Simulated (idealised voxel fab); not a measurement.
process module | voxel double patterning
cross-section cut | 215 nm wide | cells 5 nm
A cross-section is a grid of square cells, given in bands from the top down. A band is one or more rows of cells.
Each band's line starts with the height of the band's top and of its bottom, in nm. Then come its materials from left to right, each with its width in nm. One material with "throughout" fills the band from edge to edge. "air" is empty space.
Height 0 is the level under which the wafer as received is all one material. The lowest band goes on downwards, as in "0 down".
A width such as "30 to 40" changes by the same amount from each row of cells to the next, from the band's top row to its bottom row.
"no change" after a step means that no cell of the cross-section changed.
closed voids: empty space of 8 cells or more with no open way to the top, each as width x height at its distance from the left edge, in nm
after a step's settings: what the simulator itself notes on the step
overlay nm, on a step with a mask: how far to the right of its planned place the mask lay; to the left if negative
plan
1 op RECEIVE | material Si
2 op CONFORMAL_DEP | material SiO2 | thk nm 10
3 op DIRECTIONAL_DEP | material polySi | thk nm 10
4 op DIRECTIONAL_DEP | material SiCN | thk nm 5
5 op PATTERN | tone open | mask id FIRST | material resist | width nm 15 | pitch nm 50 | thk nm 15 | overlay nm 0
6 op DIRECTIONAL_ETCH | etch materials SiCN | depth nm 5
7 op STRIP | etch materials resist
8 op PATTERN | tone open | mask id SECOND | material resist | width nm 15 | thk nm 20 | overlay nm 0
9 op DIRECTIONAL_ETCH | etch materials SiCN | depth nm 5
10 op STRIP | etch materials resist
11 op DIRECTIONAL_ETCH | etch materials polySi | depth nm 10
12 op STRIP | etch materials SiCN
as received, after step 1
  0 down: Si throughout
  closed voids: none
first wafer at the end, as planned
  20 to 10: polySi 75 | air 15 | polySi 10 | air 15 | polySi 10 | air 15 | polySi 75
  10 to 0: SiO2 throughout
  0 down: Si throughout
  closed voids: none
second wafer at the end: like start, like plan, one mistake
  15 to 10: polySi throughout
  10 to 0: SiO2 throughout
  0 down: Si throughout
  closed voids: none
what went wrong: step 4 ran as: op DIRECTIONAL_DEP | material polySi | thk nm 5
at the end the second wafer has, in cells: 25 fewer of polySi
